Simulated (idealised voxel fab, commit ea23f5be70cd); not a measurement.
The following is a process module called voxel transistor to metal.
Square cell edge 5 nm, section width 185 nm, ID cut.
The cross-sections in this document take the form of a grid made of square cells. They are written out as bands, in order from top to bottom. Each band consists of one or more rows of cells.
Read a band's entry like this: the first values are the height of its top and the height of its bottom in nm, and what follows is the sequence of materials from left to right, each with its width in nm. Note that "empty" is empty space, and that a single material marked "edge to edge" reaches across the band from edge to edge.
Heights from 0 (as-received wafer is one material below). Bottom band endless downward, as "top 0, no bottom".
When a width is written as two numbers, as in "30->40", the first number is the width in the top row of cells of the band and the second is the width in its bottom row, and the width changes by the same amount from each row to the next.
Any step labelled "stayed the same" changed none of the cells in the cross-section.
Enclosed voids (no open way to top), threshold 8 cells or more, entry "Unvented voids", notation width x height at distance, distance from left edge, nm.
Whatever follows a step's settings on its line is a remark the simulator itself makes about that step.
"overlay nm" on a masked step: distance the mask lay right of its planned place, negative for left.
**List of planned process steps**
1 op RECEIVE | material Si
2 op OXIDIZE | depth nm 5
3 op CONFORMAL_DEP | material SiN | thk nm 10
4 op MASKED_ETCH | tone cover | mask id ACTIVE | width nm 115 | etch materials SiN | depth nm 10 | overlay nm 0
5 op MASKED_ETCH | tone cover | mask id ACTIVE | width nm 115 | etch materials SiO2 | depth nm 5 | overlay nm 0
6 op MASKED_ETCH | tone cover | mask id ACTIVE | width nm 115 | etch materials Si | depth nm 35 | overlay nm 0
7 op OXIDIZE | depth nm 5
8 op FILL_DEP | material SiO2 | thk nm 10
9 op CMP | height nm 10
10 op SELECTIVE_ETCH | etch materials SiO2 | depth nm 10
11 op STRIP | etch materials SiN
12 op SELECTIVE_ETCH | etch materials SiO2 | depth nm 5
13 op OXIDIZE | depth nm 5
14 op DIRECTIONAL_DEP | material polySi | thk nm 25
15 op DIRECTIONAL_DEP | material SiCN | thk nm 15
16 op PATTERN | tone cover | mask id GATE | material resist | width nm 35 | thk nm 20 | overlay nm 0
17 op DIRECTIONAL_ETCH | etch materials SiCN | depth nm 25
18 op DIRECTIONAL_ETCH | etch materials polySi | depth nm 35
19 op STRIP | etch materials resist
20 op CONFORMAL_DEP | material SiN | thk nm 10
21 op DIRECTIONAL_ETCH | etch materials SiN | depth nm 10
22 op DIRECTIONAL_ETCH | etch materials SiO2 | depth nm 5
23 op DIRECTIONAL_ETCH | etch materials Si | depth nm 15
24 op EPI | material pSi | thk nm 15
25 op FILL_DEP | material SiO2 | thk nm 10
26 op CMP | height nm 20
27 op STRIP | etch materials polySi
28 op SELECTIVE_ETCH | etch materials SiO2 | depth nm 5
29 op CONFORMAL_DEP | material HfO2 | thk nm 5
30 op CONFORMAL_DEP | material TiN | thk nm 5
31 op FILL_DEP | material W | thk nm 10
32 op CMP | height nm 15
33 op DIRECTIONAL_DEP | material SiO2 | thk nm 10
34 op PATTERN | tone open | mask id CONTACT | material resist | width nm 15 | pitch nm 80 | thk nm 20 | overlay nm 0
35 op DIRECTIONAL_ETCH | etch materials SiO2 | depth nm 35
36 op STRIP | etch materials resist
37 op CONFORMAL_DEP | material TiN | thk nm 5
38 op FILL_DEP | material W | thk nm 5
39 op CMP | height nm 25
40 op CONFORMAL_DEP | material SiN | thk nm 5
41 op DIRECTIONAL_DEP | material SiO2 | thk nm 15
42 op MASKED_ETCH | tone open | mask id METAL_1 | width nm 15 | pitch nm 80 | etch materials SiO2 | depth nm 15 | overlay nm 0
43 op MASKED_ETCH | tone open | mask id METAL_1 | width nm 15 | pitch nm 80 | etch materials SiN | depth nm 5 | overlay nm 0
44 op CONFORMAL_DEP | material TiN | thk nm 5
45 op FILL_DEP | material Cu | thk nm 10
46 op CMP | height nm 45
47 op CONFORMAL_DEP | material SiCN | thk nm 5
48 op DIRECTIONAL_DEP | material SiO2 | thk nm 30
49 op MASKED_ETCH | tone open | mask id METAL_2 | width nm 15 | pitch nm 80 | etch materials SiO2 | depth nm 20 | overlay nm 0
50 op PATTERN | tone open | mask id METAL_2_HOLES | material resist | width nm 15 | pitch nm 80 | thk nm 20 | overlay nm 0
51 op DIRECTIONAL_ETCH | etch materials SiO2 | depth nm 10
52 op DIRECTIONAL_ETCH | etch materials SiCN | depth nm 5
53 op STRIP | etch materials resist
54 op CONFORMAL_DEP | material TiN | thk nm 5
55 op FILL_DEP | material Cu | thk nm 10
56 op CMP | height nm 80
57 op CONFORMAL_DEP | material SiN | thk nm 5
**As received (post step 1): cross-section**
    top 0, no bottom: Si edge to edge
    Unvented voids: none
**The plan above was carried out on the starting structure above with one mistake, and this cross-section shows the wafer at the end of the module**
    top 85, bottom 80: SiN edge to edge
    top 80, bottom 50: SiO2 45 nm; TiN 5 nm; Cu 5 nm; TiN 5 nm; SiO2 65 nm; TiN 5 nm; Cu 5 nm; TiN 5 nm; SiO2 45 nm
    top 50, bottom 45: SiCN 45 nm; TiN 15 nm; SiCN 65 nm; TiN 15 nm; SiCN 45 nm
    top 45, bottom 35: SiO2 40 nm; TiN 5 nm; Cu 5 nm; TiN 5 nm; SiO2 65 nm; TiN 5 nm; Cu 5 nm; TiN 5 nm; SiO2 50 nm
    top 35, bottom 30: SiO2 40 nm; TiN 15 nm; SiO2 65 nm; TiN 15 nm; SiO2 50 nm
    top 30, bottom 25: SiN 45 nm; TiN 10 nm; SiN 70 nm; TiN 10 nm; SiN 50 nm
    top 25, bottom 15: SiO2 45 nm; TiN 5 nm; W 5 nm; TiN 5 nm; SiO2 65 nm; TiN 5 nm; W 5 nm; TiN 5 nm; SiO2 45 nm
    top 15, bottom 10: SiO2 45 nm; TiN 5 nm; W 5 nm; TiN 5 nm; SiO2 5 nm; SiN 10 nm; HfO2 5 nm; TiN 5 nm; W 15 nm; TiN 5 nm; HfO2 5 nm; SiN 10 nm; SiO2 5 nm; TiN 5 nm; W 5 nm; TiN 5 nm; SiO2 45 nm
    top 10, bottom 5: SiO2 45 nm; TiN 15 nm; SiO2 5 nm; SiN 10 nm; HfO2 5 nm; TiN 5 nm; W 15 nm; TiN 5 nm; HfO2 5 nm; SiN 10 nm; SiO2 5 nm; TiN 15 nm; SiO2 45 nm
    top 5, bottom 0: SiO2 45 nm; TiN 5 nm; pSi 15 nm; SiN 10 nm; HfO2 5 nm; TiN 5 nm; W 15 nm; TiN 5 nm; HfO2 5 nm; SiN 10 nm; pSi 15 nm; TiN 5 nm; SiO2 45 nm
    top 0, bottom -5: SiO2 45 nm; TiN 5 nm; pSi 15 nm; SiN 10 nm; HfO2 5 nm; TiN 25 nm; HfO2 5 nm; SiN 10 nm; pSi 15 nm; TiN 5 nm; SiO2 45 nm
    top -5, bottom -10: SiO2 45 nm; TiN 5 nm; pSi 15 nm; SiO2 5 nm; HfO2 45 nm; SiO2 5 nm; pSi 15 nm; TiN 5 nm; SiO2 45 nm
    top -10, bottom -25: SiO2 40 nm; pSi 25 nm; Si 55 nm; pSi 25 nm; SiO2 40 nm
    top -25, bottom -45: SiO2 40 nm; Si 105 nm; SiO2 40 nm
    top -45, no bottom: Si edge to edge
    Unvented voids: none
Want to know what went wrong? planned and actual differ for step 42; actual: op MASKED_ETCH | tone open | mask id METAL_1 | width nm 15 | pitch nm 80 | etch materials SiO2 | depth nm 15 | overlay nm -5
